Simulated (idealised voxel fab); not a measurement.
The document below concerns the process module designated voxel transistor to metal.
It is cross-section cut that appears here, measuring 215 nm in width, its square cells being 5 nm in size.
In what follows, cross-sections appear as grids of square cells, described through bands that run from the top down, where every band is one or more rows of cells.
Heads up on the band format: heights come first, top then bottom, in nm. After that it's the materials left to right, each with its width in nm. A single material flagged "throughout" fills the whole band edge to edge, and "empty" means there's empty space there.
Below 0: as-received wafer, all one material; heights counted from there. Lowest band: no bottom, goes on down, written "0 down".
With a width like "30 to 40", each row of cells in the band differs from the next by the same amount, the top row carrying the first number and the bottom row the second.
A step reported as "changes: none" is a step in which no cell of the cross-section changed.
In "Enclosed cavities" the enclosed voids are listed, meaning empty spaces of 8 cells or larger without any opening to the top. The form is width x height at distance, distance from the left edge, units nm.
Note: text after step settings on the step line = simulator remark on that step.
overlay nm: right-of-plan distance of the mask on a masked step; negative values mean left-of-plan.
Structure of the following material. The material consists of pairs of cross-sections. Each pair comprises the cross-section before one process step and the cross-section after that step, the latter shown only down to the lowest band that changed. The step between the cross-sections is specified beneath each pair, including its settings. Pairs are not necessarily consecutive: they may derive from different runs of this module performed on the same starting wafer. Continuity with the pair above is to be assumed only where the entry headed "Pre-process" of the pair in question states it.

[Pre-process]
* 0 down: Si throughout
* Enclosed cavities: none

[Cross-Section Thereafter]
* 5 to 0: SiO2 throughout
* No changes below 0.
* Enclosed cavities: none
It is this step that lies between the two cross-sections above: CONFORMAL_DEP [material SiO2] [thk nm 5]

Pre-process: this step begins from the cross-section that the pair just above shows after its step.

[Cross-Section Thereafter]
* 15 to 5: SiN throughout
* No changes below 5.
* Enclosed cavities: none
It is this step that lies between the two cross-sections above: CONFORMAL_DEP [material SiN] [thk nm 10]

Pre-process: this step begins from the cross-section that the pair just above shows after its step.

[Cross-Section Thereafter]
* 15 to 5: 55 of empty  105 of SiN  55 of empty
* No changes below 5.
* Enclosed cavities: none
It is this step that lies between the two cross-sections above: MASKED_ETCH [tone cover] [mask id ACTIVE] [width nm 105] [etch materials SiN] [depth nm 10] [overlay nm 0]

Pre-process: this step begins from the cross-section that the pair just above shows after its step.

[Cross-Section Thereafter]
* 15 to 5: 55 of empty  105 of SiN  55 of empty
* 5 to 0: 55 of empty  105 of SiO2  55 of empty
* No changes below 0.
* Enclosed cavities: none
It is this step that lies between the two cross-sections above: MASKED_ETCH [tone cover] [mask id ACTIVE] [width nm 105] [etch materials SiO2] [depth nm 5] [overlay nm 0]

Pre-process: this step begins from the cross-section that the pair just above shows after its step.

[Cross-Section Thereafter]
* 15 to 5: 55 of empty  105 of SiN  55 of empty
* 5 to 0: 55 of empty  105 of SiO2  55 of empty
* 0 to -20: 55 of empty  105 of Si  55 of empty
* No changes below -20.
* Enclosed cavities: none
It is this step that lies between the two cross-sections above: MASKED_ETCH [tone cover] [mask id ACTIVE] [width nm 105] [etch materials Si] [depth nm 20] [overlay nm 0]

Pre-process: this step begins from the cross-section that the pair just above shows after its step.

[Cross-Section Thereafter]
* 25 to 15: SiO2 throughout
* 15 to 5: 55 of SiO2  105 of SiN  55 of SiO2
* 5 to 0: SiO2 throughout
* 0 to -20: 55 of SiO2  105 of Si  55 of SiO2
* No changes below -20.
* Enclosed cavities: none
It is this step that lies between the two cross-sections above: FILL_DEP [material SiO2] [thk nm 10]

Pre-process: this step begins from the cross-section that the pair just above shows after its step.

[Cross-Section Thereafter]
* 15 to 5: 55 of SiO2  105 of SiN  55 of SiO2
* No changes below 5.
* Enclosed cavities: none
It is this step that lies between the two cross-sections above: CMP [height nm 15]

Pre-process: this step begins from the cross-section that the pair just above shows after its step.

[Cross-Section Thereafter]
* 15 to 5: 55 of empty  105 of SiN  55 of empty
* No changes below 5.
* Enclosed cavities: none
It is this step that lies between the two cross-sections above: SELECTIVE_ETCH [etch materials SiO2] [depth nm 10]

Pre-process: this step begins from the cross-section that the pair just above shows after its step.

[Cross-Section Thereafter]
* 5 to 0: SiO2 throughout
* No changes below 0.
* Enclosed cavities: none
It is this step that lies between the two cross-sections above: STRIP [etch materials SiN]

Pre-process: this step begins from the cross-section that the pair just above shows after its step.

[Cross-Section Thereafter]
* 0 to -20: 55 of SiO2  105 of Si  55 of SiO2
* No changes below -20.
* Enclosed cavities: none
It is this step that lies between the two cross-sections above: SELECTIVE_ETCH [etch materials SiO2] [depth nm 5]

Pre-process: this step begins from the cross-section that the pair just above shows after its step.

[Cross-Section Thereafter]
* 0 to -5: SiO2 throughout
* No changes below -5.
* Enclosed cavities: none
It is this step that lies between the two cross-sections above: OXIDIZE [depth nm 5]

Pre-process: this step begins from the cross-section that the pair just above shows after its step.

[Cross-Section Thereafter]
* 30 to 0: polySi throughout
* No changes below 0.
* Enclosed cavities: none
It is this step that lies between the two cross-sections above: DIRECTIONAL_DEP [material polySi] [thk nm 30]

Pre-process: this step begins from the cross-section that the pair just above shows after its step.

[Cross-Section Thereafter]
* 40 to 30: SiCN throughout
* No changes below 30.
* Enclosed cavities: none
It is this step that lies between the two cross-sections above: DIRECTIONAL_DEP [material SiCN] [thk nm 10]

Pre-process: this step begins from the cross-section that the pair just above shows after its step.

[Cross-Section Thereafter]
* 60 to 40: 95 of empty  25 of resist  95 of empty
* No changes below 40.
* Enclosed cavities: none
It is this step that lies between the two cross-sections above: PATTERN [tone cover] [mask id GATE] [material resist] [width nm 25] [thk nm 20] [overlay nm 0]

Pre-process: this step begins from the cross-section that the pair just above shows after its step.

[Cross-Section Thereafter]
* 60 to 40: 95 of empty  25 of resist  95 of empty
* 40 to 30: 95 of empty  25 of SiCN  95 of empty
* No changes below 30.
* Enclosed cavities: none
It is this step that lies between the two cross-sections above: DIRECTIONAL_ETCH [etch materials SiCN] [depth nm 20]

Pre-process: this step begins from the cross-section that the pair just above shows after its step.

[Cross-Section Thereafter]
* 60 to 40: 95 of empty  25 of resist  95 of empty
* 40 to 30: 95 of empty  25 of SiCN  95 of empty
* 30 to 0: 95 of empty  25 of polySi  95 of empty
* No changes below 0.
* Enclosed cavities: none
It is this step that lies between the two cross-sections above: DIRECTIONAL_ETCH [etch materials polySi] [depth nm 40]

Pre-process: this step begins from the cross-section that the pair just above shows after its step.

[Cross-Section Thereafter]
* 40 to 30: 95 of empty  25 of SiCN  95 of empty
* No changes below 30.
* Enclosed cavities: none
It is this step that lies between the two cross-sections above: STRIP [etch materials resist]

Pre-process: this step begins from the cross-section that the pair just above shows after its step.

[Cross-Section Thereafter]
* 45 to 40: 90 of empty  35 of SiN  90 of empty
* 40 to 30: 90 of empty  5 of SiN  25 of SiCN  5 of SiN  90 of empty
* 30 to 5: 90 of empty  5 of SiN  25 of polySi  5 of SiN  90 of empty
* 5 to 0: 95 of SiN  25 of polySi  95 of SiN
* No changes below 0.
* Enclosed cavities: none
It is this step that lies between the two cross-sections above: CONFORMAL_DEP [material SiN] [thk nm 5]

Pre-process: this step begins from the cross-section that the pair just above shows after its step.

[Cross-Section Thereafter]
* 40 to 30: 90 of empty  5 of SiN  25 of SiCN  5 of SiN  90 of empty
* 30 to 0: 90 of empty  5 of SiN  25 of polySi  5 of SiN  90 of empty
* No changes below 0.
* Enclosed cavities: none
It is this step that lies between the two cross-sections above: DIRECTIONAL_ETCH [etch materials SiN] [depth nm 5]

Pre-process: this step begins from the cross-section that the pair just above shows after its step.

[Cross-Section Thereafter]
* 40 to 30: 90 of empty  5 of SiN  25 of SiCN  5 of SiN  90 of empty
* 30 to 0: 90 of empty  5 of SiN  25 of polySi  5 of SiN  90 of empty
* 0 to -5: 90 of empty  35 of SiO2  90 of empty
* No changes below -5.
* Enclosed cavities: none
It is this step that lies between the two cross-sections above: DIRECTIONAL_ETCH [etch materials SiO2] [depth nm 5]

Pre-process: this step begins from the cross-section that the pair just above shows after its step.

[Cross-Section Thereafter]
* 40 to 30: 90 of empty  5 of SiN  25 of SiCN  5 of SiN  90 of empty
* 30 to 0: 90 of empty  5 of SiN  25 of polySi  5 of SiN  90 of empty
* 0 to -5: 50 of empty  40 of pSi  35 of SiO2  40 of pSi  50 of empty
* No changes below -5.
* Enclosed cavities: none
It is this step that lies between the two cross-sections above: EPI [material pSi] [thk nm 5]

Pre-process: this step begins from the cross-section that the pair just above shows after its step.

[Cross-Section Thereafter]
* 50 to 40: SiO2 throughout
* 40 to 30: 90 of SiO2  5 of SiN  25 of SiCN  5 of SiN  90 of SiO2
* 30 to 0: 90 of SiO2  5 of SiN  25 of polySi  5 of SiN  90 of SiO2
* 0 to -5: 50 of SiO2  40 of pSi  35 of SiO2  40 of pSi  50 of SiO2
* No changes below -5.
* Enclosed cavities: none
It is this step that lies between the two cross-sections above: FILL_DEP [material SiO2] [thk nm 10]

Pre-process: this step begins from the cross-section that the pair just above shows after its step.

[Cross-Section Thereafter]
* 30 to 0: 90 of SiO2  5 of SiN  25 of polySi  5 of SiN  90 of SiO2
* No changes below 0.
* Enclosed cavities: none
It is this step that lies between the two cross-sections above: CMP [height nm 30]

Pre-process: this step begins from the cross-section that the pair just above shows after its step.

[Cross-Section Thereafter]
* 30 to 0: 90 of SiO2  5 of SiN  25 of empty  5 of SiN  90 of SiO2
* No changes below 0.
* Enclosed cavities: none
It is this step that lies between the two cross-sections above: STRIP [etch materials polySi]

Pre-process: this step begins from the cross-section that the pair just above shows after its step.

[Cross-Section Thereafter]
* 30 to 25: 90 of empty  5 of SiN  25 of empty  5 of SiN  90 of empty
* 25 to 0: 90 of SiO2  5 of SiN  25 of empty  5 of SiN  90 of SiO2
* 0 to -5: 50 of SiO2  40 of pSi  35 of empty  40 of pSi  50 of SiO2
* No changes below -5.
* Enclosed cavities: none
It is this step that lies between the two cross-sections above: SELECTIVE_ETCH [etch materials SiO2] [depth nm 5]

Pre-process: this step begins from the cross-section that the pair just above shows after its step.

[Cross-Section Thereafter]
* 35 to 30: 85 of empty  15 of HfO2  15 of empty  15 of HfO2  85 of empty
* 30 to 25: 90 of HfO2  5 of SiN  5 of HfO2  15 of empty  5 of HfO2  5 of SiN  90 of HfO2
* 25 to 0: 90 of SiO2  5 of SiN  5 of HfO2  15 of empty  5 of HfO2  5 of SiN  90 of SiO2
* 0 to -5: 50 of SiO2  40 of pSi  35 of HfO2  40 of pSi  50 of SiO2
* No changes below -5.
* Enclosed cavities: none
It is this step that lies between the two cross-sections above: CONFORMAL_DEP [material HfO2] [thk nm 5]

Pre-process: this step begins from the cross-section that the pair just above shows after its step.

[Cross-Section Thereafter]
* 40 to 35: 80 of empty  25 of TiN  5 of empty  25 of TiN  80 of empty
* 35 to 30: 85 of TiN  15 of HfO2  5 of TiN  5 of empty  5 of TiN  15 of HfO2  85 of TiN
* 30 to 25: 90 of HfO2  5 of SiN  5 of HfO2  5 of TiN  5 of empty  5 of TiN  5 of HfO2  5 of SiN  90 of HfO2
* 25 to 5: 90 of SiO2  5 of SiN  5 of HfO2  5 of TiN  5 of empty  5 of TiN  5 of HfO2  5 of SiN  90 of SiO2
* 5 to 0: 90 of SiO2  5 of SiN  5 of HfO2  15 of TiN  5 of HfO2  5 of SiN  90 of SiO2
* No changes below 0.
* Enclosed cavities: none
It is this step that lies between the two cross-sections above: CONFORMAL_DEP [material TiN] [thk nm 5]

Pre-process: this step begins from the cross-section that the pair just above shows after its step.

[Cross-Section Thereafter]
* 45 to 40: W throughout
* 40 to 35: 80 of W  25 of TiN  5 of W  25 of TiN  80 of W
* 35 to 30: 85 of TiN  15 of HfO2  5 of TiN  5 of W  5 of TiN  15 of HfO2  85 of TiN
* 30 to 25: 90 of HfO2  5 of SiN  5 of HfO2  5 of TiN  5 of W  5 of TiN  5 of HfO2  5 of SiN  90 of HfO2
* 25 to 5: 90 of SiO2  5 of SiN  5 of HfO2  5 of TiN  5 of W  5 of TiN  5 of HfO2  5 of SiN  90 of SiO2
* No changes below 5.
* Enclosed cavities: none
It is this step that lies between the two cross-sections above: FILL_DEP [material W] [thk nm 5]

Pre-process: this step begins from the cross-section that the pair just above shows after its step.

[Cross-Section Thereafter]
* 25 to 5: 90 of SiO2  5 of SiN  5 of HfO2  5 of TiN  5 of W  5 of TiN  5 of HfO2  5 of SiN  90 of SiO2
* No changes below 5.
* Enclosed cavities: none
It is this step that lies between the two cross-sections above: CMP [height nm 25]

Pre-process: this step begins from the cross-section that the pair just above shows after its step.

[Cross-Section Thereafter]
* 40 to 25: SiO2 throughout
* No changes below 25.
* Enclosed cavities: none
It is this step that lies between the two cross-sections above: DIRECTIONAL_DEP [material SiO2] [thk nm 15]

Pre-process: this step begins from the cross-section that the pair just above shows after its step.

[Cross-Section Thereafter]
* 55 to 40: 65 of resist  15 of empty  55 of resist  15 of empty  65 of resist
* No changes below 40.
* Enclosed cavities: none
It is this step that lies between the two cross-sections above: PATTERN [tone open] [mask id CONTACT] [material resist] [width nm 15] [pitch nm 70] [thk nm 15] [overlay nm 0]

Pre-process: this step begins from the cross-section that the pair just above shows after its step.

[Cross-Section Thereafter]
* 55 to 40: 65 of resist  15 of empty  55 of resist  15 of empty  65 of resist
* 40 to 25: 65 of SiO2  15 of empty  55 of SiO2  15 of empty  65 of SiO2
* 25 to 5: 65 of SiO2  15 of empty  10 of SiO2  5 of SiN  5 of HfO2  5 of TiN  5 of W  5 of TiN  5 of HfO2  5 of SiN  10 of SiO2  15 of empty  65 of SiO2
* 5 to 0: 65 of SiO2  15 of empty  10 of SiO2  5 of SiN  5 of HfO2  15 of TiN  5 of HfO2  5 of SiN  10 of SiO2  15 of empty  65 of SiO2
* No changes below 0.
* Enclosed cavities: none
It is this step that lies between the two cross-sections above: DIRECTIONAL_ETCH [etch materials SiO2] [depth nm 40]

Pre-process: this step begins from the cross-section that the pair just above shows after its step.

[Cross-Section Thereafter]
* 40 to 25: 65 of SiO2  15 of empty  55 of SiO2  15 of empty  65 of SiO2
* No changes below 25.
* Enclosed cavities: none
It is this step that lies between the two cross-sections above: STRIP [etch materials resist]

Pre-process: this step begins from the cross-section that the pair just above shows after its step.

[Cross-Section Thereafter]
* 45 to 40: 70 of TiN  5 of empty  65 of TiN  5 of empty  70 of TiN
* 40 to 25: 65 of SiO2  5 of TiN  5 of empty  5 of TiN  55 of SiO2  5 of TiN  5 of empty  5 of TiN  65 of SiO2
* 25 to 5: 65 of SiO2  5 of TiN  5 of empty  5 of TiN  10 of SiO2  5 of SiN  5 of HfO2  5 of TiN  5 of W  5 of TiN  5 of HfO2  5 of SiN  10 of SiO2  5 of TiN  5 of empty  5 of TiN  65 of SiO2
* 5 to 0: 65 of SiO2  15 of TiN  10 of SiO2  5 of SiN  5 of HfO2  15 of TiN  5 of HfO2  5 of SiN  10 of SiO2  15 of TiN  65 of SiO2
* No changes below 0.
* Enclosed cavities: none
It is this step that lies between the two cross-sections above: CONFORMAL_DEP [material TiN] [thk nm 5]

Pre-process: this step begins from the cross-section that the pair just above shows after its step.

[Cross-Section Thereafter]
* 50 to 45: Ru throughout
* 45 to 40: 70 of TiN  5 of Ru  65 of TiN  5 of Ru  70 of TiN
* 40 to 25: 65 of SiO2  5 of TiN  5 of Ru  5 of TiN  55 of SiO2  5 of TiN  5 of Ru  5 of TiN  65 of SiO2
* 25 to 5: 65 of SiO2  5 of TiN  5 of Ru  5 of TiN  10 of SiO2  5 of SiN  5 of HfO2  5 of TiN  5 of W  5 of TiN  5 of HfO2  5 of SiN  10 of SiO2  5 of TiN  5 of Ru  5 of TiN  65 of SiO2
* No changes below 5.
* Enclosed cavities: none
It is this step that lies between the two cross-sections above: FILL_DEP [material Ru] [thk nm 5]

Pre-process: this step begins from the cross-section that the pair just above shows after its step.

[Cross-Section Thereafter]
* 40 to 25: 65 of SiO2  5 of TiN  5 of Ru  5 of TiN  55 of SiO2  5 of TiN  5 of Ru  5 of TiN  65 of SiO2
* No changes below 25.
* Enclosed cavities: none
It is this step that lies between the two cross-sections above: CMP [height nm 40]

Pre-process: this step begins from the cross-section that the pair just above shows after its step.

[Cross-Section Thereafter]
* 45 to 40: TiN throughout
* No changes below 40.
* Enclosed cavities: none
It is this step that lies between the two cross-sections above: DIRECTIONAL_DEP [material TiN] [thk nm 5]

Pre-process: this step begins from the cross-section that the pair just above shows after its step.

[Cross-Section Thereafter]
* 60 to 45: W throughout
* No changes below 45.
* Enclosed cavities: none
It is this step that lies between the two cross-sections above: DIRECTIONAL_DEP [material W] [thk nm 15]

Pre-process: this step begins from the cross-section that the pair just above shows after its step.

[Cross-Section Thereafter]
* 75 to 60: aC throughout
* No changes below 60.
* Enclosed cavities: none
It is this step that lies between the two cross-sections above: DIRECTIONAL_DEP [material aC] [thk nm 15]

Pre-process: this step begins from the cross-section that the pair just above shows after its step.

[Cross-Section Thereafter]
* 110 to 75: 65 of empty  15 of resist  55 of empty  15 of resist  65 of empty
* No changes below 75.
* Enclosed cavities: none
It is this step that lies between the two cross-sections above: PATTERN [tone cover] [mask id METAL_1] [material resist] [width nm 15] [pitch nm 70] [thk nm 35] [overlay nm 0]

Pre-process: this step begins from the cross-section that the pair just above shows after its step.

[Cross-Section Thereafter]
* 95 to 75: 65 of empty  15 of resist  55 of empty  15 of resist  65 of empty
* 75 to 60: 65 of empty  15 of aC  55 of empty  15 of aC  65 of empty
* No changes below 60.
* Enclosed cavities: none
It is this step that lies between the two cross-sections above: DIRECTIONAL_ETCH [etch materials aC] [depth nm 15]

Pre-process: this step begins from the cross-section that the pair just above shows after its step.

[Cross-Section Thereafter]
* 75 to 60: 65 of empty  15 of aC  55 of empty  15 of aC  65 of empty
* No changes below 60.
* Enclosed cavities: none
It is this step that lies between the two cross-sections above: STRIP [etch materials resist]

Pre-process: this step begins from the cross-section that the pair just above shows after its step.

[Cross-Section Thereafter]
* 75 to 60: 65 of empty  15 of aC  55 of empty  15 of aC  65 of empty
* 60 to 45: 65 of empty  15 of W  55 of empty  15 of W  65 of empty
* No changes below 45.
* Enclosed cavities: none
It is this step that lies between the two cross-sections above: DIRECTIONAL_ETCH [etch materials W] [depth nm 15]

Pre-process: this step begins from the cross-section that the pair just above shows after its step.

[Cross-Section Thereafter]
* 75 to 60: 65 of empty  15 of aC  55 of empty  15 of aC  65 of empty
* 60 to 45: 65 of empty  15 of W  55 of empty  15 of W  65 of empty
* 45 to 40: 65 of empty  15 of TiN  55 of empty  15 of TiN  65 of empty
* No changes below 40.
* Enclosed cavities: none
It is this step that lies between the two cross-sections above: DIRECTIONAL_ETCH [etch materials TiN] [depth nm 5]

Pre-process: this step begins from the cross-section that the pair just above shows after its step.

[Cross-Section Thereafter]
* 60 to 45: 65 of empty  15 of W  55 of empty  15 of W  65 of empty
* No changes below 45.
* Enclosed cavities: none
It is this step that lies between the two cross-sections above: STRIP [etch materials aC]

Pre-process: this step begins from the cross-section that the pair just above shows after its step.

[Cross-Section Thereafter]
* 65 to 60: 60 of empty  25 of SiCN  45 of empty  25 of SiCN  60 of empty
* 60 to 45: 60 of empty  5 of SiCN  15 of W  5 of SiCN  45 of empty  5 of SiCN  15 of W  5 of SiCN  60 of empty
* 45 to 40: 65 of SiCN  15 of TiN  55 of SiCN  15 of TiN  65 of SiCN
* No changes below 40.
* Enclosed cavities: none
It is this step that lies between the two cross-sections above: CONFORMAL_DEP [material SiCN] [thk nm 5]

Pre-process: this step begins from the cross-section that the pair just above shows after its step.

[Cross-Section Thereafter]
* 70 to 65: lowk throughout
* 65 to 60: 60 of lowk  25 of SiCN  45 of lowk  25 of SiCN  60 of lowk
* 60 to 45: 60 of lowk  5 of SiCN  15 of W  5 of SiCN  45 of lowk  5 of SiCN  15 of W  5 of SiCN  60 of lowk
* No changes below 45.
* Enclosed cavities: none
It is this step that lies between the two cross-sections above: FILL_DEP [material lowk] [thk nm 5]

Pre-process: this step begins from the cross-section that the pair just above shows after its step.

[Cross-Section Thereafter]
* 60 to 45: 60 of lowk  5 of SiCN  15 of W  5 of SiCN  45 of lowk  5 of SiCN  15 of W  5 of SiCN  60 of lowk
* No changes below 45.
* Enclosed cavities: none
It is this step that lies between the two cross-sections above: CMP [height nm 60]

Pre-process: this step begins from the cross-section that the pair just above shows after its step.

[Cross-Section Thereafter]
* 65 to 60: SiN throughout
* No changes below 60.
* Enclosed cavities: none
It is this step that lies between the two cross-sections above: CONFORMAL_DEP [material SiN] [thk nm 5]

[Pre-process]
* 30 to 25: 90 of empty  5 of SiN  25 of empty  5 of SiN  90 of empty
* 25 to 0: 90 of SiO2  5 of SiN  25 of empty  5 of SiN  90 of SiO2
* 0 to -5: 50 of SiO2  40 of pSi  35 of empty  40 of pSi  50 of SiO2
* -5 to -20: 55 of SiO2  105 of Si  55 of SiO2
* -20 down: Si throughout
* Enclosed cavities: none

[Cross-Section Thereafter]
* 35 to 30: 85 of empty  15 of TiN  15 of empty  15 of TiN  85 of empty
* 30 to 25: 90 of TiN  5 of SiN  5 of TiN  15 of empty  5 of TiN  5 of SiN  90 of TiN
* 25 to 0: 90 of SiO2  5 of SiN  5 of TiN  15 of empty  5 of TiN  5 of SiN  90 of SiO2
* 0 to -5: 50 of SiO2  40 of pSi  35 of TiN  40 of pSi  50 of SiO2
* No changes below -5.
* Enclosed cavities: none
It is this step that lies between the two cross-sections above: CONFORMAL_DEP [material TiN] [thk nm 5]

Pre-process: this step begins from the cross-section that the pair just above shows after its step.

[Cross-Section Thereafter]
* 40 to 35: W throughout
* 35 to 30: 85 of W  15 of TiN  15 of W  15 of TiN  85 of W
* 30 to 25: 90 of TiN  5 of SiN  5 of TiN  15 of W  5 of TiN  5 of SiN  90 of TiN
* 25 to 0: 90 of SiO2  5 of SiN  5 of TiN  15 of W  5 of TiN  5 of SiN  90 of SiO2
* No changes below 0.
* Enclosed cavities: none
It is this step that lies between the two cross-sections above: FILL_DEP [material W] [thk nm 5]

Pre-process: this step begins from the cross-section that the pair just above shows after its step.

[Cross-Section Thereafter]
* 25 to 0: 90 of SiO2  5 of SiN  5 of TiN  15 of W  5 of TiN  5 of SiN  90 of SiO2
* No changes below 0.
* Enclosed cavities: none
It is this step that lies between the two cross-sections above: CMP [height nm 25]

Pre-process: this step begins from the cross-section that the pair just above shows after its step.

[Cross-Section Thereafter]
* 40 to 25: SiO2 throughout
* No changes below 25.
* Enclosed cavities: none
It is this step that lies between the two cross-sections above: DIRECTIONAL_DEP [material SiO2] [thk nm 15]

Pre-process: this step begins from the cross-section that the pair just above shows after its step.

[Cross-Section Thereafter]
* 55 to 40: 65 of resist  15 of empty  55 of resist  15 of empty  65 of resist
* No changes below 40.
* Enclosed cavities: none
It is this step that lies between the two cross-sections above: PATTERN [tone open] [mask id CONTACT] [material resist] [width nm 15] [pitch nm 70] [thk nm 15] [overlay nm 0]

Pre-process: this step begins from the cross-section that the pair just above shows after its step.

[Cross-Section Thereafter]
* 55 to 40: 65 of resist  15 of empty  55 of resist  15 of empty  65 of resist
* 40 to 25: 65 of SiO2  15 of empty  55 of SiO2  15 of empty  65 of SiO2
* 25 to 0: 65 of SiO2  15 of empty  10 of SiO2  5 of SiN  5 of TiN  15 of W  5 of TiN  5 of SiN  10 of SiO2  15 of empty  65 of SiO2
* No changes below 0.
* Enclosed cavities: none
It is this step that lies between the two cross-sections above: DIRECTIONAL_ETCH [etch materials SiO2] [depth nm 40]

Pre-process: this step begins from the cross-section that the pair just above shows after its step.

[Cross-Section Thereafter]
* 40 to 25: 65 of SiO2  15 of empty  55 of SiO2  15 of empty  65 of SiO2
* No changes below 25.
* Enclosed cavities: none
It is this step that lies between the two cross-sections above: STRIP [etch materials resist]

Pre-process: this step begins from the cross-section that the pair just above shows after its step.

[Cross-Section Thereafter]
* 45 to 40: 70 of TiN  5 of empty  65 of TiN  5 of empty  70 of TiN
* 40 to 25: 65 of SiO2  5 of TiN  5 of empty  5 of TiN  55 of SiO2  5 of TiN  5 of empty  5 of TiN  65 of SiO2
* 25 to 5: 65 of SiO2  5 of TiN  5 of empty  5 of TiN  10 of SiO2  5 of SiN  5 of TiN  15 of W  5 of TiN  5 of SiN  10 of SiO2  5 of TiN  5 of empty  5 of TiN  65 of SiO2
* 5 to 0: 65 of SiO2  15 of TiN  10 of SiO2  5 of SiN  5 of TiN  15 of W  5 of TiN  5 of SiN  10 of SiO2  15 of TiN  65 of SiO2
* No changes below 0.
* Enclosed cavities: none
It is this step that lies between the two cross-sections above: CONFORMAL_DEP [material TiN] [thk nm 5]

Pre-process: this step begins from the cross-section that the pair just above shows after its step.

[Cross-Section Thereafter]
* 50 to 45: Ru throughout
* 45 to 40: 70 of TiN  5 of Ru  65 of TiN  5 of Ru  70 of TiN
* 40 to 25: 65 of SiO2  5 of TiN  5 of Ru  5 of TiN  55 of SiO2  5 of TiN  5 of Ru  5 of TiN  65 of SiO2
* 25 to 5: 65 of SiO2  5 of TiN  5 of Ru  5 of TiN  10 of SiO2  5 of SiN  5 of TiN  15 of W  5 of TiN  5 of SiN  10 of SiO2  5 of TiN  5 of Ru  5 of TiN  65 of SiO2
* No changes below 5.
* Enclosed cavities: none
It is this step that lies between the two cross-sections above: FILL_DEP [material Ru] [thk nm 5]

Pre-process: this step begins from the cross-section that the pair just above shows after its step.

[Cross-Section Thereafter]
* 40 to 25: 65 of SiO2  5 of TiN  5 of Ru  5 of TiN  55 of SiO2  5 of TiN  5 of Ru  5 of TiN  65 of SiO2
* No changes below 25.
* Enclosed cavities: none
It is this step that lies between the two cross-sections above: CMP [height nm 40]

Pre-process: this step begins from the cross-section that the pair just above shows after its step.

[Cross-Section Thereafter]
* 45 to 40: TiN throughout
* No changes below 40.
* Enclosed cavities: none
It is this step that lies between the two cross-sections above: DIRECTIONAL_DEP [material TiN] [thk nm 5]

Pre-process: this step begins from the cross-section that the pair just above shows after its step.

[Cross-Section Thereafter]
* 60 to 45: W throughout
* No changes below 45.
* Enclosed cavities: none
It is this step that lies between the two cross-sections above: DIRECTIONAL_DEP [material W] [thk nm 15]

Pre-process: this step begins from the cross-section that the pair just above shows after its step.

[Cross-Section Thereafter]
* 75 to 60: aC throughout
* No changes below 60.
* Enclosed cavities: none
It is this step that lies between the two cross-sections above: DIRECTIONAL_DEP [material aC] [thk nm 15]

Pre-process: this step begins from the cross-section that the pair just above shows after its step.

[Cross-Section Thereafter]
* 110 to 75: 65 of empty  15 of resist  55 of empty  15 of resist  65 of empty
* No changes below 75.
* Enclosed cavities: none
It is this step that lies between the two cross-sections above: PATTERN [tone cover] [mask id METAL_1] [material resist] [width nm 15] [pitch nm 70] [thk nm 35] [overlay nm 0]

Pre-process: this step begins from the cross-section that the pair just above shows after its step.

[Cross-Section Thereafter]
* 95 to 75: 65 of empty  15 of resist  55 of empty  15 of resist  65 of empty
* 75 to 60: 65 of empty  15 of aC  55 of empty  15 of aC  65 of empty
* No changes below 60.
* Enclosed cavities: none
It is this step that lies between the two cross-sections above: DIRECTIONAL_ETCH [etch materials aC] [depth nm 15]

Pre-process: this step begins from the cross-section that the pair just above shows after its step.

[Cross-Section Thereafter]
* 75 to 60: 65 of empty  15 of aC  55 of empty  15 of aC  65 of empty
* No changes below 60.
* Enclosed cavities: none
It is this step that lies between the two cross-sections above: STRIP [etch materials resist]

Pre-process: this step begins from the cross-section that the pair just above shows after its step.

[Cross-Section Thereafter]
* 75 to 60: 65 of empty  15 of aC  55 of empty  15 of aC  65 of empty
* 60 to 45: 65 of empty  15 of W  55 of empty  15 of W  65 of empty
* No changes below 45.
* Enclosed cavities: none
It is this step that lies between the two cross-sections above: DIRECTIONAL_ETCH [etch materials W] [depth nm 15]

Pre-process: this step begins from the cross-section that the pair just above shows after its step.

[Cross-Section Thereafter]
* 75 to 60: 65 of empty  15 of aC  55 of empty  15 of aC  65 of empty
* 60 to 45: 65 of empty  15 of W  55 of empty  15 of W  65 of empty
* 45 to 40: 65 of empty  15 of TiN  55 of empty  15 of TiN  65 of empty
* No changes below 40.
* Enclosed cavities: none
It is this step that lies between the two cross-sections above: DIRECTIONAL_ETCH [etch materials TiN] [depth nm 5]

Pre-process: this step begins from the cross-section that the pair just above shows after its step.

[Cross-Section Thereafter]
* 60 to 45: 65 of empty  15 of W  55 of empty  15 of W  65 of empty
* No changes below 45.
* Enclosed cavities: none
It is this step that lies between the two cross-sections above: STRIP [etch materials aC]

Pre-process: this step begins from the cross-section that the pair just above shows after its step.

[Cross-Section Thereafter]
* 65 to 60: 60 of empty  25 of SiCN  45 of empty  25 of SiCN  60 of empty
* 60 to 45: 60 of empty  5 of SiCN  15 of W  5 of SiCN  45 of empty  5 of SiCN  15 of W  5 of SiCN  60 of empty
* 45 to 40: 65 of SiCN  15 of TiN  55 of SiCN  15 of TiN  65 of SiCN
* No changes below 40.
* Enclosed cavities: none
It is this step that lies between the two cross-sections above: CONFORMAL_DEP [material SiCN] [thk nm 5]

Pre-process: this step begins from the cross-section that the pair just above shows after its step.

[Cross-Section Thereafter]
* 70 to 65: lowk throughout
* 65 to 60: 60 of lowk  25 of SiCN  45 of lowk  25 of SiCN  60 of lowk
* 60 to 45: 60 of lowk  5 of SiCN  15 of W  5 of SiCN  45 of lowk  5 of SiCN  15 of W  5 of SiCN  60 of lowk
* No changes below 45.
* Enclosed cavities: none
It is this step that lies between the two cross-sections above: FILL_DEP [material lowk] [thk nm 5]

Pre-process: this step begins from the cross-section that the pair just above shows after its step.

[Cross-Section Thereafter]
* 60 to 45: 60 of lowk  5 of SiCN  15 of W  5 of SiCN  45 of lowk  5 of SiCN  15 of W  5 of SiCN  60 of lowk
* No changes below 45.
* Enclosed cavities: none
It is this step that lies between the two cross-sections above: CMP [height nm 60]

Pre-process: this step begins from the cross-section that the pair just above shows after its step.

[Cross-Section Thereafter]
* 65 to 60: SiN throughout
* No changes below 60.
* Enclosed cavities: none
It is this step that lies between the two cross-sections above: CONFORMAL_DEP [material SiN] [thk nm 5]
